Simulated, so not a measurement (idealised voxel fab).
Process module under the name voxel air gaps
140 nm wide, 5 nm square cells: that's cross-section cut.
Reading order for cross-sections: top band down to bottom band. Underlying form: a grid of square cells. Band size: one or more rows of cells.
A band entry consists of two parts. The first gives the height of the band's top and the height of its bottom, in nm. The rest lists the band's materials from left to right, each with its width in nm. A single material labelled with the word "throughout" fills the band from edge to edge, and the word "empty" marks empty space.
Height 0 is the level under which the wafer as received is all one material. The lowest band goes on downwards, as in "0 down".
Quick explanation for "30->40": the width changes in equal steps down the rows of cells, from the first number in the band's top row to the second number in its bottom row.
Reading "no modification" for a step: not a cell of the cross-section changed in it.
In "Enclosed void catalog" the enclosed voids are listed, meaning empty spaces of 8 cells or larger without any opening to the top. The form is width x height at distance, distance from the left edge, units nm.
That trailing text on a step's line, after the settings, is the simulator's own remark on the step.
overlay nm: mask right of planned place by this much (step with mask). Neg. = left.
Reading key. Pairs: pre-step and post-step cross-section, one process step apart; post-step view only to lowest changed band. Step between + settings: beneath pair. Runs: pairs may be from different runs of this module, same starting wafer. Continuation from pair above: only where "Pre-step section" entry says.
Pre-step section
	0 down: Si throughout
	Enclosed void catalog: none
After the Step
	15 to 0: SiO2 throughout
	Whatever lies below 0 is exactly as it was before.
	Enclosed void catalog: none
Between before and after above, the operation and settings are op CONFORMAL_DEP | material SiO2 | thk nm 15
Pre-step section: equal to the after panel directly above.
After the Step
	20 to 15: SiN throughout
	Whatever lies below 15 is exactly as it was before.
	Enclosed void catalog: none
Between before and after above, the operation and settings are op CONFORMAL_DEP | material SiN | thk nm 5
Pre-step section: equal to the after panel directly above.
After the Step
	60 to 20: SiO2 throughout
	Whatever lies below 20 is exactly as it was before.
	Enclosed void catalog: none
Between before and after above, the operation and settings are op DIRECTIONAL_DEP | material SiO2 | thk nm 40
Pre-step section: equal to the after panel directly above.
After the Step
	70 to 60: aC throughout
	Whatever lies below 60 is exactly as it was before.
	Enclosed void catalog: none
Between before and after above, the operation and settings are op DIRECTIONAL_DEP | material aC | thk nm 10
Pre-step section: equal to the after panel directly above.
After the Step
	95 to 70: resist (20)  empty (15)  resist (25)  empty (15)  resist (25)  empty (15)  resist (25)
	Whatever lies below 70 is exactly as it was before.
	Enclosed void catalog: none
Between before and after above, the operation and settings are op PATTERN | tone open | mask id LINES | material resist | width nm 15 | pitch nm 40 | thk nm 25 | overlay nm 0
Pre-step section: equal to the after panel directly above.
After the Step
	85 to 70: resist (20)  empty (15)  resist (25)  empty (15)  resist (25)  empty (15)  resist (25)
	70 to 60: aC (20)  empty (15)  aC (25)  empty (15)  aC (25)  empty (15)  aC (25)
	Whatever lies below 60 is exactly as it was before.
	Enclosed void catalog: none
Between before and after above, the operation and settings are op DIRECTIONAL_ETCH | etch materials aC | depth nm 10
Pre-step section: equal to the after panel directly above.
After the Step
	70 to 60: aC (20)  empty (15)  aC (25)  empty (15)  aC (25)  empty (15)  aC (25)
	Whatever lies below 60 is exactly as it was before.
	Enclosed void catalog: none
Between before and after above, the operation and settings are op STRIP | etch materials resist
Pre-step section: equal to the after panel directly above.
After the Step
	70 to 60: aC (20)  empty (15)  aC (25)  empty (15)  aC (25)  empty (15)  aC (25)
	60 to 20: SiO2 (20)  empty (15)  SiO2 (25)  empty (15)  SiO2 (25)  empty (15)  SiO2 (25)
	Whatever lies below 20 is exactly as it was before.
	Enclosed void catalog: none
Between before and after above, the operation and settings are op DIRECTIONAL_ETCH | etch materials SiO2 | depth nm 40
Pre-step section: equal to the after panel directly above.
After the Step
	60 to 20: SiO2 (20)  empty (15)  SiO2 (25)  empty (15)  SiO2 (25)  empty (15)  SiO2 (25)
	Whatever lies below 20 is exactly as it was before.
	Enclosed void catalog: none
Between before and after above, the operation and settings are op STRIP | etch materials aC
Pre-step section: equal to the after panel directly above.
After the Step
	65 to 60: TiN (25)  empty (5)  TiN (35)  empty (5)  TiN (35)  empty (5)  TiN (30)
	60 to 25: SiO2 (20)  TiN (5)  empty (5)  TiN (5)  SiO2 (25)  TiN (5)  empty (5)  TiN (5)  SiO2 (25)  TiN (5)  empty (5)  TiN (5)  SiO2 (25)
	25 to 20: SiO2 (20)  TiN (15)  SiO2 (25)  TiN (15)  SiO2 (25)  TiN (15)  SiO2 (25)
	Whatever lies below 20 is exactly as it was before.
	Enclosed void catalog: none
Between before and after above, the operation and settings are op CONFORMAL_DEP | material TiN | thk nm 5
Pre-step section: equal to the after panel directly above.
After the Step
	70 to 65: Ru throughout
	65 to 60: TiN (25)  Ru (5)  TiN (35)  Ru (5)  TiN (35)  Ru (5)  TiN (30)
	60 to 25: SiO2 (20)  TiN (5)  Ru (5)  TiN (5)  SiO2 (25)  TiN (5)  Ru (5)  TiN (5)  SiO2 (25)  TiN (5)  Ru (5)  TiN (5)  SiO2 (25)
	Whatever lies below 25 is exactly as it was before.
	Enclosed void catalog: none
Between before and after above, the operation and settings are op FILL_DEP | material Ru | thk nm 5
Pre-step section: equal to the after panel directly above.
After the Step
	60 to 25: SiO2 (20)  TiN (5)  Ru (5)  TiN (5)  SiO2 (25)  TiN (5)  Ru (5)  TiN (5)  SiO2 (25)  TiN (5)  Ru (5)  TiN (5)  SiO2 (25)
	Whatever lies below 25 is exactly as it was before.
	Enclosed void catalog: none
Between before and after above, the operation and settings are op CMP | height nm 60
Pre-step section: equal to the after panel directly above.
After the Step
	70 to 60: empty (10)  Ru (35)  empty (5)  Ru (35)  empty (5)  Ru (35)  empty (15)
	Whatever lies below 60 is exactly as it was before.
	Enclosed void catalog: none
Between before and after above, the operation and settings are op EPI | material Ru | thk nm 10
Pre-step section: equal to the after panel directly above.
After the Step
	70 to 60: empty (10)  Ru (35)  empty (5)  Ru (35)  empty (5)  Ru (35)  empty (15)
	60 to 25: empty (20)  TiN (5)  Ru (5)  TiN (5)  empty (25)  TiN (5)  Ru (5)  TiN (5)  empty (25)  TiN (5)  Ru (5)  TiN (5)  empty (25)
	25 to 20: empty (20)  TiN (15)  empty (25)  TiN (15)  empty (25)  TiN (15)  empty (25)
	Whatever lies below 20 is exactly as it was before.
	Enclosed void catalog: none
Between before and after above, the operation and settings are op SELECTIVE_ETCH | etch materials SiO2 | depth nm 50
Pre-step section: equal to the after panel directly above.
After the Step
	75 to 70: empty (5)  SiCN (125)  empty (10)
	70 to 60: empty (5)  SiCN (5)  Ru (35)  SiCN (5)  Ru (35)  SiCN (5)  Ru (35)  SiCN (5)  empty (10)
	60 to 55: empty (5)  SiCN (15)  TiN (5)  Ru (5)  TiN (5)  SiCN (25)  TiN (5)  Ru (5)  TiN (5)  SiCN (25)  TiN (5)  Ru (5)  TiN (5)  SiCN (15)  empty (10)
	55 to 25: empty (15)  SiCN (5)  TiN (5)  Ru (5)  TiN (5)  SiCN (5)  empty (15)  SiCN (5)  TiN (5)  Ru (5)  TiN (5)  SiCN (5)  empty (15)  SiCN (5)  TiN (5)  Ru (5)  TiN (5)  SiCN (5)  empty (20)
	25 to 20: SiCN (20)  TiN (15)  SiCN (25)  TiN (15)  SiCN (25)  TiN (15)  SiCN (25)
	Whatever lies below 20 is exactly as it was before.
	Enclosed void catalog: 15 x 30 at 40; 15 x 30 at 80
Between before and after above, the operation and settings are op CONFORMAL_DEP | material SiCN | thk nm 5
Pre-step section
	15 to 0: SiO2 throughout
	0 down: Si throughout
	Enclosed void catalog: none
After the Step
	55 to 0: SiO2 throughout
	Whatever lies below 0 is exactly as it was before.
	Enclosed void catalog: none
Between before and after above, the operation and settings are op DIRECTIONAL_DEP | material SiO2 | thk nm 40
Pre-step section: equal to the after panel directly above.
After the Step
	65 to 55: aC throughout
	Whatever lies below 55 is exactly as it was before.
	Enclosed void catalog: none
Between before and after above, the operation and settings are op DIRECTIONAL_DEP | material aC | thk nm 10
Pre-step section: equal to the after panel directly above.
After the Step
	90 to 65: resist (20)  empty (15)  resist (25)  empty (15)  resist (25)  empty (15)  resist (25)
	Whatever lies below 65 is exactly as it was before.
	Enclosed void catalog: none
Between before and after above, the operation and settings are op PATTERN | tone open | mask id LINES | material resist | width nm 15 | pitch nm 40 | thk nm 25 | overlay nm 0
Pre-step section: equal to the after panel directly above.
After the Step
	80 to 65: resist (20)  empty (15)  resist (25)  empty (15)  resist (25)  empty (15)  resist (25)
	65 to 55: aC (20)  empty (15)  aC (25)  empty (15)  aC (25)  empty (15)  aC (25)
	Whatever lies below 55 is exactly as it was before.
	Enclosed void catalog: none
Between before and after above, the operation and settings are op DIRECTIONAL_ETCH | etch materials aC | depth nm 10
Pre-step section: equal to the after panel directly above.
After the Step
	65 to 55: aC (20)  empty (15)  aC (25)  empty (15)  aC (25)  empty (15)  aC (25)
	Whatever lies below 55 is exactly as it was before.
	Enclosed void catalog: none
Between before and after above, the operation and settings are op STRIP | etch materials resist
Pre-step section: equal to the after panel directly above.
After the Step
	65 to 55: aC (20)  empty (15)  aC (25)  empty (15)  aC (25)  empty (15)  aC (25)
	55 to 15: SiO2 (20)  empty (15)  SiO2 (25)  empty (15)  SiO2 (25)  empty (15)  SiO2 (25)
	Whatever lies below 15 is exactly as it was before.
	Enclosed void catalog: none
Between before and after above, the operation and settings are op DIRECTIONAL_ETCH | etch materials SiO2 | depth nm 40
Pre-step section: equal to the after panel directly above.
After the Step
	55 to 15: SiO2 (20)  empty (15)  SiO2 (25)  empty (15)  SiO2 (25)  empty (15)  SiO2 (25)
	Whatever lies below 15 is exactly as it was before.
	Enclosed void catalog: none
Between before and after above, the operation and settings are op STRIP | etch materials aC
Pre-step section: equal to the after panel directly above.
After the Step
	60 to 55: TiN (25)  empty (5)  TiN (35)  empty (5)  TiN (35)  empty (5)  TiN (30)
	55 to 20: SiO2 (20)  TiN (5)  empty (5)  TiN (5)  SiO2 (25)  TiN (5)  empty (5)  TiN (5)  SiO2 (25)  TiN (5)  empty (5)  TiN (5)  SiO2 (25)
	20 to 15: SiO2 (20)  TiN (15)  SiO2 (25)  TiN (15)  SiO2 (25)  TiN (15)  SiO2 (25)
	Whatever lies below 15 is exactly as it was before.
	Enclosed void catalog: none
Between before and after above, the operation and settings are op CONFORMAL_DEP | material TiN | thk nm 5
Pre-step section: equal to the after panel directly above.
After the Step
	65 to 60: Ru throughout
	60 to 55: TiN (25)  Ru (5)  TiN (35)  Ru (5)  TiN (35)  Ru (5)  TiN (30)
	55 to 20: SiO2 (20)  TiN (5)  Ru (5)  TiN (5)  SiO2 (25)  TiN (5)  Ru (5)  TiN (5)  SiO2 (25)  TiN (5)  Ru (5)  TiN (5)  SiO2 (25)
	Whatever lies below 20 is exactly as it was before.
	Enclosed void catalog: none
Between before and after above, the operation and settings are op FILL_DEP | material Ru | thk nm 5
Pre-step section: equal to the after panel directly above.
After the Step
	60 to 55: TiN (25)  Ru (5)  TiN (35)  Ru (5)  TiN (35)  Ru (5)  TiN (30)
	Whatever lies below 55 is exactly as it was before.
	Enclosed void catalog: none
Between before and after above, the operation and settings are op CMP | height nm 60
Pre-step section: equal to the after panel directly above.
After the Step
	70 to 60: Ru throughout
	Whatever lies below 60 is exactly as it was before.
	Enclosed void catalog: none
Between before and after above, the operation and settings are op EPI | material Ru | thk nm 10
Pre-step section: equal to the after panel directly above.
After the Step
	75 to 70: SiCN throughout
	Whatever lies below 70 is exactly as it was before.
	Enclosed void catalog: none
Between before and after above, the operation and settings are op CONFORMAL_DEP | material SiCN | thk nm 5
Pre-step section
	15 to 0: SiO2 throughout
	0 down: Si throughout
	Enclosed void catalog: none
After the Step
	30 to 0: SiO2 throughout
	Whatever lies below 0 is exactly as it was before.
	Enclosed void catalog: none
Between before and after above, the operation and settings are op CONFORMAL_DEP | material SiO2 | thk nm 15
Pre-step section: equal to the after panel directly above.
After the Step
	35 to 30: SiN throughout
	Whatever lies below 30 is exactly as it was before.
	Enclosed void catalog: none
Between before and after above, the operation and settings are op CONFORMAL_DEP | material SiN | thk nm 5
Pre-step section: equal to the after panel directly above.
After the Step
	75 to 35: SiO2 throughout
	Whatever lies below 35 is exactly as it was before.
	Enclosed void catalog: none
Between before and after above, the operation and settings are op DIRECTIONAL_DEP | material SiO2 | thk nm 40
Pre-step section: equal to the after panel directly above.
After the Step
	85 to 75: aC throughout
	Whatever lies below 75 is exactly as it was before.
	Enclosed void catalog: none
Between before and after above, the operation and settings are op DIRECTIONAL_DEP | material aC | thk nm 10
Pre-step section: equal to the after panel directly above.
After the Step
	110 to 85: resist (20)  empty (15)  resist (25)  empty (15)  resist (25)  empty (15)  resist (25)
	Whatever lies below 85 is exactly as it was before.
	Enclosed void catalog: none
Between before and after above, the operation and settings are op PATTERN | tone open | mask id LINES | material resist | width nm 15 | pitch nm 40 | thk nm 25 | overlay nm 0
Pre-step section: equal to the after panel directly above.
After the Step
	100 to 85: resist (20)  empty (15)  resist (25)  empty (15)  resist (25)  empty (15)  resist (25)
	85 to 75: aC (20)  empty (15)  aC (25)  empty (15)  aC (25)  empty (15)  aC (25)
	Whatever lies below 75 is exactly as it was before.
	Enclosed void catalog: none
Between before and after above, the operation and settings are op DIRECTIONAL_ETCH | etch materials aC | depth nm 10
Pre-step section: equal to the after panel directly above.
After the Step
	85 to 75: aC (20)  empty (15)  aC (25)  empty (15)  aC (25)  empty (15)  aC (25)
	Whatever lies below 75 is exactly as it was before.
	Enclosed void catalog: none
Between before and after above, the operation and settings are op STRIP | etch materials resist
Pre-step section: equal to the after panel directly above.
After the Step
	85 to 75: aC (20)  empty (15)  aC (25)  empty (15)  aC (25)  empty (15)  aC (25)
	75 to 35: SiO2 (20)  empty (15)  SiO2 (25)  empty (15)  SiO2 (25)  empty (15)  SiO2 (25)
	Whatever lies below 35 is exactly as it was before.
	Enclosed void catalog: none
Between before and after above, the operation and settings are op DIRECTIONAL_ETCH | etch materials SiO2 | depth nm 40
Pre-step section: equal to the after panel directly above.
After the Step
	75 to 35: SiO2 (20)  empty (15)  SiO2 (25)  empty (15)  SiO2 (25)  empty (15)  SiO2 (25)
	Whatever lies below 35 is exactly as it was before.
	Enclosed void catalog: none
Between before and after above, the operation and settings are op STRIP | etch materials aC
Pre-step section: equal to the after panel directly above.
After the Step
	80 to 75: TiN (25)  empty (5)  TiN (35)  empty (5)  TiN (35)  empty (5)  TiN (30)
	75 to 40: SiO2 (20)  TiN (5)  empty (5)  TiN (5)  SiO2 (25)  TiN (5)  empty (5)  TiN (5)  SiO2 (25)  TiN (5)  empty (5)  TiN (5)  SiO2 (25)
	40 to 35: SiO2 (20)  TiN (15)  SiO2 (25)  TiN (15)  SiO2 (25)  TiN (15)  SiO2 (25)
	Whatever lies below 35 is exactly as it was before.
	Enclosed void catalog: none
Between before and after above, the operation and settings are op CONFORMAL_DEP | material TiN | thk nm 5
Pre-step section: equal to the after panel directly above.
After the Step
	85 to 80: Ru throughout
	80 to 75: TiN (25)  Ru (5)  TiN (35)  Ru (5)  TiN (35)  Ru (5)  TiN (30)
	75 to 40: SiO2 (20)  TiN (5)  Ru (5)  TiN (5)  SiO2 (25)  TiN (5)  Ru (5)  TiN (5)  SiO2 (25)  TiN (5)  Ru (5)  TiN (5)  SiO2 (25)
	Whatever lies below 40 is exactly as it was before.
	Enclosed void catalog: none
Between before and after above, the operation and settings are op FILL_DEP | material Ru | thk nm 5
Pre-step section: equal to the after panel directly above.
After the Step
	60 to 40: SiO2 (20)  TiN (5)  Ru (5)  TiN (5)  SiO2 (25)  TiN (5)  Ru (5)  TiN (5)  SiO2 (25)  TiN (5)  Ru (5)  TiN (5)  SiO2 (25)
	Whatever lies below 40 is exactly as it was before.
	Enclosed void catalog: none
Between before and after above, the operation and settings are op CMP | height nm 60
Pre-step section: equal to the after panel directly above.
After the Step
	70 to 60: empty (10)  Ru (35)  empty (5)  Ru (35)  empty (5)  Ru (35)  empty (15)
	Whatever lies below 60 is exactly as it was before.
	Enclosed void catalog: none
Between before and after above, the operation and settings are op EPI | material Ru | thk nm 10
Pre-step section: equal to the after panel directly above.
After the Step
	70 to 60: empty (10)  Ru (35)  empty (5)  Ru (35)  empty (5)  Ru (35)  empty (15)
	60 to 40: empty (20)  TiN (5)  Ru (5)  TiN (5)  empty (25)  TiN (5)  Ru (5)  TiN (5)  empty (25)  TiN (5)  Ru (5)  TiN (5)  empty (25)
	40 to 35: empty (20)  TiN (15)  empty (25)  TiN (15)  empty (25)  TiN (15)  empty (25)
	Whatever lies below 35 is exactly as it was before.
	Enclosed void catalog: none
Between before and after above, the operation and settings are op SELECTIVE_ETCH | etch materials SiO2 | depth nm 50
Pre-step section: equal to the after panel directly above.
After the Step
	75 to 70: empty (5)  SiCN (125)  empty (10)
	70 to 60: empty (5)  SiCN (5)  Ru (35)  SiCN (5)  Ru (35)  SiCN (5)  Ru (35)  SiCN (5)  empty (10)
	60 to 55: empty (5)  SiCN (15)  TiN (5)  Ru (5)  TiN (5)  SiCN (25)  TiN (5)  Ru (5)  TiN (5)  SiCN (25)  TiN (5)  Ru (5)  TiN (5)  SiCN (15)  empty (10)
	55 to 40: empty (15)  SiCN (5)  TiN (5)  Ru (5)  TiN (5)  SiCN (5)  empty (15)  SiCN (5)  TiN (5)  Ru (5)  TiN (5)  SiCN (5)  empty (15)  SiCN (5)  TiN (5)  Ru (5)  TiN (5)  SiCN (5)  empty (20)
	40 to 35: SiCN (20)  TiN (15)  SiCN (25)  TiN (15)  SiCN (25)  TiN (15)  SiCN (25)
	Whatever lies below 35 is exactly as it was before.
	Enclosed void catalog: 15 x 15 at 40; 15 x 15 at 80
Between before and after above, the operation and settings are op CONFORMAL_DEP | material SiCN | thk nm 5
Pre-step section
	60 to 25: SiO2 (20)  TiN (5)  Ru (5)  TiN (5)  SiO2 (25)  TiN (5)  Ru (5)  TiN (5)  SiO2 (25)  TiN (5)  Ru (5)  TiN (5)  SiO2 (25)
	25 to 20: SiO2 (20)  TiN (15)  SiO2 (25)  TiN (15)  SiO2 (25)  TiN (15)  SiO2 (25)
	20 to 15: SiN throughout
	15 to 0: SiO2 throughout
	0 down: Si throughout
	Enclosed void catalog: none
After the Step
	60 to 25: empty (20)  TiN (5)  Ru (5)  TiN (5)  empty (25)  TiN (5)  Ru (5)  TiN (5)  empty (25)  TiN (5)  Ru (5)  TiN (5)  empty (25)
	25 to 20: empty (20)  TiN (15)  empty (25)  TiN (15)  empty (25)  TiN (15)  empty (25)
	Whatever lies below 20 is exactly as it was before.
	Enclosed void catalog: none
Between before and after above, the operation and settings are op SELECTIVE_ETCH | etch materials SiO2 | depth nm 50
Pre-step section: equal to the after panel directly above.
After the Step
	70 to 60: empty (10)  Ru (35)  empty (5)  Ru (35)  empty (5)  Ru (35)  empty (15)
	60 to 25: empty (10)  Ru (10)  TiN (5)  Ru (5)  TiN (5)  Ru (10)  empty (5)  Ru (10)  TiN (5)  Ru (5)  TiN (5)  Ru (10)  empty (5)  Ru (10)  TiN (5)  Ru (5)  TiN (5)  Ru (10)  empty (15)
	25 to 20: empty (10)  Ru (10)  TiN (15)  Ru (10)  empty (5)  Ru (10)  TiN (15)  Ru (10)  empty (5)  Ru (10)  TiN (15)  Ru (10)  empty (15)
	Whatever lies below 20 is exactly as it was before.
	Enclosed void catalog: none
Between before and after above, the operation and settings are op EPI | material Ru | thk nm 10
Pre-step section: equal to the after panel directly above.
After the Step
	75 to 70: empty (5)  SiCN (125)  empty (10)
	70 to 60: empty (5)  SiCN (5)  Ru (35)  SiCN (5)  Ru (35)  SiCN (5)  Ru (35)  SiCN (5)  empty (10)
	60 to 25: empty (5)  SiCN (5)  Ru (10)  TiN (5)  Ru (5)  TiN (5)  Ru (10)  SiCN (5)  Ru (10)  TiN (5)  Ru (5)  TiN (5)  Ru (10)  SiCN (5)  Ru (10)  TiN (5)  Ru (5)  TiN (5)  Ru (10)  SiCN (5)  empty (10)
	25 to 20: SiCN (10)  Ru (10)  TiN (15)  Ru (10)  SiCN (5)  Ru (10)  TiN (15)  Ru (10)  SiCN (5)  Ru (10)  TiN (15)  Ru (10)  SiCN (15)
	Whatever lies below 20 is exactly as it was before.
	Enclosed void catalog: none
Between before and after above, the operation and settings are op CONFORMAL_DEP | material SiCN | thk nm 5
Pre-step section
	70 to 60: empty (10)  Ru (35)  empty (5)  Ru (35)  empty (5)  Ru (35)  empty (15)
	60 to 25: empty (20)  TiN (5)  Ru (5)  TiN (5)  empty (25)  TiN (5)  Ru (5)  TiN (5)  empty (25)  TiN (5)  Ru (5)  TiN (5)  empty (25)
	25 to 20: empty (20)  TiN (15)  empty (25)  TiN (15)  empty (25)  TiN (15)  empty (25)
	20 to 15: SiN throughout
	15 to 0: SiO2 throughout
	0 down: Si throughout
	Enclosed void catalog: none
After the Step
	85 to 70: SiCN throughout
	70 to 60: SiCN (10)  Ru (35)  SiCN (5)  Ru (35)  SiCN (5)  Ru (35)  SiCN (15)
	60 to 55: SiCN (20)  TiN (5)  Ru (5)  TiN (5)  SiCN (25)  TiN (5)  Ru (5)  TiN (5)  SiCN (25)  TiN (5)  Ru (5)  TiN (5)  SiCN (25)
	55 to 50: SiCN (20)  TiN (5)  Ru (5)  TiN (5)  SiCN (5)  empty (15)  SiCN (5)  TiN (5)  Ru (5)  TiN (5)  SiCN (5)  empty (15)  SiCN (5)  TiN (5)  Ru (5)  TiN (5)  SiCN (25)
	50 to 45: empty (10)  SiCN (10)  TiN (5)  Ru (5)  TiN (5)  SiCN (5)  empty (15)  SiCN (5)  TiN (5)  Ru (5)  TiN (5)  SiCN (5)  empty (15)  SiCN (5)  TiN (5)  Ru (5)  TiN (5)  SiCN (25)
	45 to 35: empty (10)  SiCN (10)  TiN (5)  Ru (5)  TiN (5)  SiCN (5)  empty (15)  SiCN (5)  TiN (5)  Ru (5)  TiN (5)  SiCN (5)  empty (15)  SiCN (5)  TiN (5)  Ru (5)  TiN (5)  SiCN (15)  empty (10)
	35 to 30: empty (10)  SiCN (10)  TiN (5)  Ru (5)  TiN (5)  SiCN (5)  empty (15)  SiCN (5)  TiN (5)  Ru (5)  TiN (5)  SiCN (5)  empty (15)  SiCN (5)  TiN (5)  Ru (5)  TiN (5)  SiCN (25)
	30 to 25: SiCN (20)  TiN (5)  Ru (5)  TiN (5)  SiCN (5)  empty (15)  SiCN (5)  TiN (5)  Ru (5)  TiN (5)  SiCN (5)  empty (15)  SiCN (5)  TiN (5)  Ru (5)  TiN (5)  SiCN (25)
	25 to 20: SiCN (20)  TiN (15)  SiCN (25)  TiN (15)  SiCN (25)  TiN (15)  SiCN (25)
	Whatever lies below 20 is exactly as it was before.
	Enclosed void catalog: 10 x 20 at 0; 15 x 30 at 40; 15 x 30 at 80
Between before and after above, the operation and settings are op CONFORMAL_DEP | material SiCN | thk nm 15
Pre-step section
	70 to 60: aC throughout
	60 to 20: SiO2 throughout
	20 to 15: SiN throughout
	15 to 0: SiO2 throughout
	0 down: Si throughout
	Enclosed void catalog: none
After the Step
	95 to 70: resist (15)  empty (25)  resist (15)  empty (25)  resist (15)  empty (25)  resist (20)
	Whatever lies below 70 is exactly as it was before.
	Enclosed void catalog: none
Between before and after above, the operation and settings are op PATTERN | tone open | mask id LINES | material resist | width nm 25 | pitch nm 40 | thk nm 25 | overlay nm 0
Pre-step section: equal to the after panel directly above.
After the Step
	85 to 70: resist (15)  empty (25)  resist (15)  empty (25)  resist (15)  empty (25)  resist (20)
	70 to 60: aC (15)  empty (25)  aC (15)  empty (25)  aC (15)  empty (25)  aC (20)
	Whatever lies below 60 is exactly as it was before.
	Enclosed void catalog: none
Between before and after above, the operation and settings are op DIRECTIONAL_ETCH | etch materials aC | depth nm 10
Pre-step section: equal to the after panel directly above.
After the Step
	70 to 60: aC (15)  empty (25)  aC (15)  empty (25)  aC (15)  empty (25)  aC (20)
	Whatever lies below 60 is exactly as it was before.
	Enclosed void catalog: none
Between before and after above, the operation and settings are op STRIP | etch materials resist
Pre-step section: equal to the after panel directly above.
After the Step
	70 to 60: aC (15)  empty (25)  aC (15)  empty (25)  aC (15)  empty (25)  aC (20)
	60 to 20: SiO2 (15)  empty (25)  SiO2 (15)  empty (25)  SiO2 (15)  empty (25)  SiO2 (20)
	Whatever lies below 20 is exactly as it was before.
	Enclosed void catalog: none
Between before and after above, the operation and settings are op DIRECTIONAL_ETCH | etch materials SiO2 | depth nm 40
Pre-step section: equal to the after panel directly above.
After the Step
	60 to 20: SiO2 (15)  empty (25)  SiO2 (15)  empty (25)  SiO2 (15)  empty (25)  SiO2 (20)
	Whatever lies below 20 is exactly as it was before.
	Enclosed void catalog: none
Between before and after above, the operation and settings are op STRIP | etch materials aC
Pre-step section: equal to the after panel directly above.
After the Step
	65 to 60: TiN (20)  empty (15)  TiN (25)  empty (15)  TiN (25)  empty (15)  TiN (25)
	60 to 25: SiO2 (15)  TiN (5)  empty (15)  TiN (5)  SiO2 (15)  TiN (5)  empty (15)  TiN (5)  SiO2 (15)  TiN (5)  empty (15)  TiN (5)  SiO2 (20)
	25 to 20: SiO2 (15)  TiN (25)  SiO2 (15)  TiN (25)  SiO2 (15)  TiN (25)  SiO2 (20)
	Whatever lies below 20 is exactly as it was before.
	Enclosed void catalog: none
Between before and after above, the operation and settings are op CONFORMAL_DEP | material TiN | thk nm 5
Pre-step section: equal to the after panel directly above.
After the Step
	70 to 65: Ru throughout
	65 to 60: TiN (20)  Ru (15)  TiN (25)  Ru (15)  TiN (25)  Ru (15)  TiN (25)
	60 to 25: SiO2 (15)  TiN (5)  Ru (15)  TiN (5)  SiO2 (15)  TiN (5)  Ru (15)  TiN (5)  SiO2 (15)  TiN (5)  Ru (15)  TiN (5)  SiO2 (20)
	Whatever lies below 25 is exactly as it was before.
	Enclosed void catalog: none
Between before and after above, the operation and settings are op FILL_DEP | material Ru | thk nm 5
Pre-step section: equal to the after panel directly above.
After the Step
	60 to 25: SiO2 (15)  TiN (5)  Ru (15)  TiN (5)  SiO2 (15)  TiN (5)  Ru (15)  TiN (5)  SiO2 (15)  TiN (5)  Ru (15)  TiN (5)  SiO2 (20)
	Whatever lies below 25 is exactly as it was before.
	Enclosed void catalog: none
Between before and after above, the operation and settings are op CMP | height nm 60
Pre-step section: equal to the after panel directly above.
After the Step
	70 to 60: empty (5)  Ru (125)  empty (10)
	Whatever lies below 60 is exactly as it was before.
	Enclosed void catalog: none
Between before and after above, the operation and settings are op EPI | material Ru | thk nm 10
Pre-step section: equal to the after panel directly above.
After the Step
	70 to 60: empty (5)  Ru (125)  empty (10)
	60 to 25: empty (15)  TiN (5)  Ru (15)  TiN (5)  SiO2 (15)  TiN (5)  Ru (15)  TiN (5)  SiO2 (15)  TiN (5)  Ru (15)  TiN (5)  empty (20)
	25 to 20: empty (15)  TiN (25)  SiO2 (15)  TiN (25)  SiO2 (15)  TiN (25)  empty (20)
	Whatever lies below 20 is exactly as it was before.
	Enclosed void catalog: none
Between before and after above, the operation and settings are op SELECTIVE_ETCH | etch materials SiO2 | depth nm 50
Pre-step section: equal to the after panel directly above.
After the Step
	75 to 70: SiCN (135)  empty (5)
	70 to 60: SiCN (5)  Ru (125)  SiCN (5)  empty (5)
	60 to 55: SiCN (15)  TiN (5)  Ru (15)  TiN (5)  SiO2 (15)  TiN (5)  Ru (15)  TiN (5)  SiO2 (15)  TiN (5)  Ru (15)  TiN (5)  SiCN (15)  empty (5)
	55 to 25: empty (10)  SiCN (5)  TiN (5)  Ru (15)  TiN (5)  SiO2 (15)  TiN (5)  Ru (15)  TiN (5)  SiO2 (15)  TiN (5)  Ru (15)  TiN (5)  SiCN (5)  empty (15)
	25 to 20: SiCN (15)  TiN (25)  SiO2 (15)  TiN (25)  SiO2 (15)  TiN (25)  SiCN (20)
	Whatever lies below 20 is exactly as it was before.
	Enclosed void catalog: 10 x 30 at 0
Between before and after above, the operation and settings are op CONFORMAL_DEP | material SiCN | thk nm 5
Pre-step section
	70 to 60: aC throughout
	60 to 20: SiO2 throughout
	20 to 15: SiN throughout
	15 to 0: SiO2 throughout
	0 down: Si throughout
	Enclosed void catalog: none
After the Step
	95 to 70: resist (25)  empty (15)  resist (25)  empty (15)  resist (25)  empty (15)  resist (20)
	Whatever lies below 70 is exactly as it was before.
	Enclosed void catalog: none
Between before and after above, the operation and settings are op PATTERN | tone open | mask id LINES | material resist | width nm 15 | pitch nm 40 | thk nm 25 | overlay nm 5
Pre-step section: equal to the after panel directly above.
After the Step
	85 to 70: resist (25)  empty (15)  resist (25)  empty (15)  resist (25)  empty (15)  resist (20)
	70 to 60: aC (25)  empty (15)  aC (25)  empty (15)  aC (25)  empty (15)  aC (20)
	Whatever lies below 60 is exactly as it was before.
	Enclosed void catalog: none
Between before and after above, the operation and settings are op DIRECTIONAL_ETCH | etch materials aC | depth nm 10
Pre-step section: equal to the after panel directly above.
After the Step
	70 to 60: aC (25)  empty (15)  aC (25)  empty (15)  aC (25)  empty (15)  aC (20)
	Whatever lies below 60 is exactly as it was before.
	Enclosed void catalog: none
Between before and after above, the operation and settings are op STRIP | etch materials resist
Pre-step section: equal to the after panel directly above.
After the Step
	70 to 60: aC (25)  empty (15)  aC (25)  empty (15)  aC (25)  empty (15)  aC (20)
	60 to 20: SiO2 (25)  empty (15)  SiO2 (25)  empty (15)  SiO2 (25)  empty (15)  SiO2 (20)
	Whatever lies below 20 is exactly as it was before.
	Enclosed void catalog: none
Between before and after above, the operation and settings are op DIRECTIONAL_ETCH | etch materials SiO2 | depth nm 40
Pre-step section: equal to the after panel directly above.
After the Step
	60 to 20: SiO2 (25)  empty (15)  SiO2 (25)  empty (15)  SiO2 (25)  empty (15)  SiO2 (20)
	Whatever lies below 20 is exactly as it was before.
	Enclosed void catalog: none
Between before and after above, the operation and settings are op STRIP | etch materials aC
Pre-step section: equal to the after panel directly above.
After the Step
	65 to 60: TiN (30)  empty (5)  TiN (35)  empty (5)  TiN (35)  empty (5)  TiN (25)
	60 to 25: SiO2 (25)  TiN (5)  empty (5)  TiN (5)  SiO2 (25)  TiN (5)  empty (5)  TiN (5)  SiO2 (25)  TiN (5)  empty (5)  TiN (5)  SiO2 (20)
	25 to 20: SiO2 (25)  TiN (15)  SiO2 (25)  TiN (15)  SiO2 (25)  TiN (15)  SiO2 (20)
	Whatever lies below 20 is exactly as it was before.
	Enclosed void catalog: none
Between before and after above, the operation and settings are op CONFORMAL_DEP | material TiN | thk nm 5
